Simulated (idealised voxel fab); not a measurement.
Presented below is a process module, voxel double patterning.
We display cut, a cross-section 245 nm in width whose square cells are each 5 nm.
In what follows, cross-sections appear as grids of square cells, described through bands that run from the top down, where every band is one or more rows of cells. Basically the band line says how high the top is and how high the bottom is, in nm, and then what's in it from left to right, every material with its width in nm. Empty space shows up as "blank", and if a single material carries "all across" it runs the full band edge to edge. Ref level 0: as-received wafer is one material below here. Bottom band extends down with no lower bound ("0 and below"). The expression "30->40" gives the width at the extremes of the band, the first number at its top row of cells and the second at its bottom row, with the width changing by equal amounts from each row to the next in between. "no modifications", as given for a step, is the statement that not any cell of the cross-section underwent a change during that step. Closed empty spaces (no open way to the top) of 8 cells or more are what "Sealed void inventory" lists, each as width x height at distance from the left edge, nm for all three. It should be noted that, on the line of a given step, the content following the step's settings is a remark produced by the simulator itself with respect to that step. Steps that use a mask can have "overlay nm" on their line. It says how far the mask sat to the right of where it was meant to be. Negative means to the left.
-- Planned step list for the process
- 1: RECEIVE | material Si
- 2: CONFORMAL_DEP | material SiO2 | thk nm 10
- 3: DIRECTIONAL_DEP | material W | thk nm 20
- 4: DIRECTIONAL_DEP | material SiCN | thk nm 10
- 5: MASKED_ETCH | tone open | mask id FIRST | width nm 15 | pitch nm 50 | etch materials SiCN | depth nm 10 | overlay nm 0
- 6: MASKED_ETCH | tone open | mask id SECOND | width nm 15 | etch materials SiCN | depth nm 10 | overlay nm 0
- 7: DIRECTIONAL_ETCH | etch materials W | depth nm 20
- 8: STRIP | etch materials SiCN
-- First of the two wafers, run per plan
-- Cross-section of the wafer at receipt, which is the condition after step 1
- 0 and below  Si all across
- Sealed void inventory: none
-- So this is the wafer cross-section right after step 2
- 10 down to 0  SiO2 all across
- For the remainder of the cross-section, below 0, there is no change.
-- So this is the wafer cross-section right after step 3
- 30 down to 10  W all across
- For the remainder of the cross-section, below 10, there is no change.
-- So this is the wafer cross-section right after step 4
- 40 down to 30  SiCN all across
- For the remainder of the cross-section, below 30, there is no change.
-- So this is the wafer cross-section right after step 5
- 40 down to 30  90 nm SiCN | 15 nm blank | 35 nm SiCN | 15 nm blank | 90 nm SiCN
- For the remainder of the cross-section, below 30, there is no change.
-- So this is the wafer cross-section right after step 6
- 40 down to 30  90 nm SiCN | 15 nm blank | 10 nm SiCN | 15 nm blank | 10 nm SiCN | 15 nm blank | 90 nm SiCN
- For the remainder of the cross-section, below 30, there is no change.
-- So this is the wafer cross-section right after step 7
- 40 down to 30  90 nm SiCN | 15 nm blank | 10 nm SiCN | 15 nm blank | 10 nm SiCN | 15 nm blank | 90 nm SiCN
- 30 down to 10  90 nm W | 15 nm blank | 10 nm W | 15 nm blank | 10 nm W | 15 nm blank | 90 nm W
- For the remainder of the cross-section, below 10, there is no change.
-- So this is the wafer cross-section right after step 8
- 30 down to 10  90 nm W | 15 nm blank | 10 nm W | 15 nm blank | 10 nm W | 15 nm blank | 90 nm W
- For the remainder of the cross-section, below 10, there is no change.
-- second wafer: like start, like plan, one mistake. Through step 3 it matches the first wafer
-- Second wafer, section view, time point: scheduled end of step 4
- 40 down to 10  W all across
- For the remainder of the cross-section, below 10, there is no change.
Second wafer, section view, time point: scheduled end of step 5: no modifications
Second wafer, section view, time point: scheduled end of step 6: no modifications
-- Second wafer, section view, time point: scheduled end of step 7
- 20 down to 10  W all across
- For the remainder of the cross-section, below 10, there is no change.
Second wafer, section view, time point: scheduled end of step 8: no modifications
Finding, execution versus plan: the process deviated at step 4: the operation and settings actually run there were DIRECTIONAL_DEP | material W | thk nm 10
Final comparison by cell count, materials where the second wafer has more or fewer than the first: -62 W
